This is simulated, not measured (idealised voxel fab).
Proc. module: voxel capacitor over wiring
Cross-section cut spans 215 nm and uses square cells 5 nm in size.
Cross-sections here: square-cell grids, written as top-down lists of bands, a band being one or more rows of cells. It is stipulated that each band's entry specify, in nanometres, the height of the top of the band and then that of its bottom, followed by the materials of the band in left-to-right sequence, each together with its width in nanometres. A single material marked by the word "edge to edge" is understood to fill the band from edge to edge; the word "air" is understood to denote empty space. Height 0 is the level under which the wafer as received is all one material. The lowest band goes on downwards, as in "from 0 down". Quick explanation for "30 to 40": the width changes in equal steps down the rows of cells, from the first number in the band's top row to the second number in its bottom row. Given "nothing got changed" for a step, no cell of the cross-section differs between before and after that step. Any empty space of 8 cells or more lacking an open way to the top shows up in "Sealed void list" as width x height at distance, distance from the left edge, in nm. Note: text after step settings on the step line = simulator remark on that step. Each step line may optionally specify "overlay nm", which for a step with a mask gives the rightward distance between the mask's planned place and where it lay, a negative value indicating the leftward direction.

Set out below are the planned steps of the process:
step 1: RECEIVE, material Si
step 2: CONFORMAL_DEP, material SiO2, thk nm 15
step 3: CONFORMAL_DEP, material SiCN, thk nm 5
step 4: DIRECTIONAL_DEP, material SiO2, thk nm 20
step 5: MASKED_ETCH, tone open, mask id METAL_1, width nm 30, pitch nm 80, etch materials SiO2, depth nm 20, overlay nm 0
step 6: MASKED_ETCH, tone open, mask id METAL_1, width nm 30, pitch nm 80, etch materials SiCN, depth nm 5, overlay nm 0
step 7: CONFORMAL_DEP, material TiN, thk nm 5
step 8: FILL_DEP, material Cu, thk nm 10
step 9: CMP, height nm 40
step 10: CONFORMAL_DEP, material SiCN, thk nm 5
step 11: DIRECTIONAL_DEP, material lowk, thk nm 15
step 12: MASKED_ETCH, tone open, mask id PLUG_1, width nm 15, etch materials lowk, depth nm 15, overlay nm 0
step 13: MASKED_ETCH, tone open, mask id PLUG_1, width nm 15, etch materials SiCN, depth nm 5, overlay nm 0
step 14: CONFORMAL_DEP, material TiN, thk nm 5
step 15: FILL_DEP, material W, thk nm 10
step 16: CMP, height nm 60
step 17: DIRECTIONAL_DEP, material TiN, thk nm 10
step 18: DIRECTIONAL_DEP, material HfO2, thk nm 5
step 19: DIRECTIONAL_DEP, material TiN, thk nm 5
step 20: MASKED_ETCH, tone cover, mask id UPPER_PLATE, width nm 55, etch materials TiN, depth nm 5, overlay nm 0
step 21: MASKED_ETCH, tone cover, mask id UPPER_PLATE, width nm 55, etch materials HfO2, depth nm 5, overlay nm 0
step 22: MASKED_ETCH, tone cover, mask id LOWER_PLATE, width nm 65, etch materials TiN, depth nm 10, overlay nm 0
step 23: FILL_DEP, material SiO2, thk nm 20
step 24: CMP, height nm 95
step 25: MASKED_ETCH, tone open, mask id PLUG_2, width nm 15, etch materials SiO2, depth nm 15, overlay nm 0
step 26: CONFORMAL_DEP, material TiN, thk nm 5
step 27: FILL_DEP, material Cu, thk nm 10
step 28: CMP, height nm 95
step 29: CONFORMAL_DEP, material SiCN, thk nm 5

Incoming wafer in cross-section (state: after step 1):
- from 0 down: Si edge to edge
- Sealed void list: none

Module complete - cross-section of the first of two wafers, run according to plan:
- from 100 to 95: SiCN edge to edge
- from 95 to 85: SiO2 (75); TiN (5); Cu (5); TiN (5); SiO2 (125)
- from 85 to 75: SiO2 (75 to 65); TiN (15 to 55); SiO2 (125 to 95)
- from 75 to 70: SiO2 (65); HfO2 (55); SiO2 (95)
- from 70 to 60: SiO2 (60); TiN (65); SiO2 (90)
- from 60 to 45: lowk (65); TiN (5); W (5); TiN (5); lowk (135)
- from 45 to 40: SiCN (65); TiN (15); SiCN (135)
- from 40 to 20: SiO2 (50); TiN (5); Cu (20); TiN (5); SiO2 (50); TiN (5); Cu (20); TiN (5); SiO2 (55)
- from 20 to 15: SiCN (50); TiN (30); SiCN (50); TiN (30); SiCN (55)
- from 15 to 0: SiO2 edge to edge
- from 0 down: Si edge to edge
- Sealed void list: none

Here is the second of the two wafers cut open at the end of the module - same start, same plan as the first one, but we made one mistake running it:
- from 100 to 95: SiCN edge to edge
- from 95 to 85: SiO2 (75); TiN (5); Cu (5); TiN (5); SiO2 (125)
- from 85 to 75: SiO2 (75 to 65); TiN (15 to 55); SiO2 (125 to 95)
- from 75 to 70: SiO2 (65); HfO2 (55); SiO2 (95)
- from 70 to 60: SiO2 (60); TiN (65); SiO2 (90)
- from 60 to 45: lowk (65); TiN (5); W (5); TiN (5); lowk (135)
- from 45 to 40: SiCN (65); TiN (15); SiCN (135)
- from 40 to 20: SiO2 (55); Cu (20); SiO2 (60); Cu (20); SiO2 (60)
- from 20 to 15: SiCN (50); SiO2 (30); SiCN (50); SiO2 (30); SiCN (55)
- from 15 to 0: SiO2 edge to edge
- from 0 down: Si edge to edge
- Sealed void list: none
what went wrong: rather than as planned, step 7 actually ran as CONFORMAL_DEP, material SiO2, thk nm 5
Materials where the second wafer ends with more or fewer cells than the first: +28 SiO2 | -28 TiN
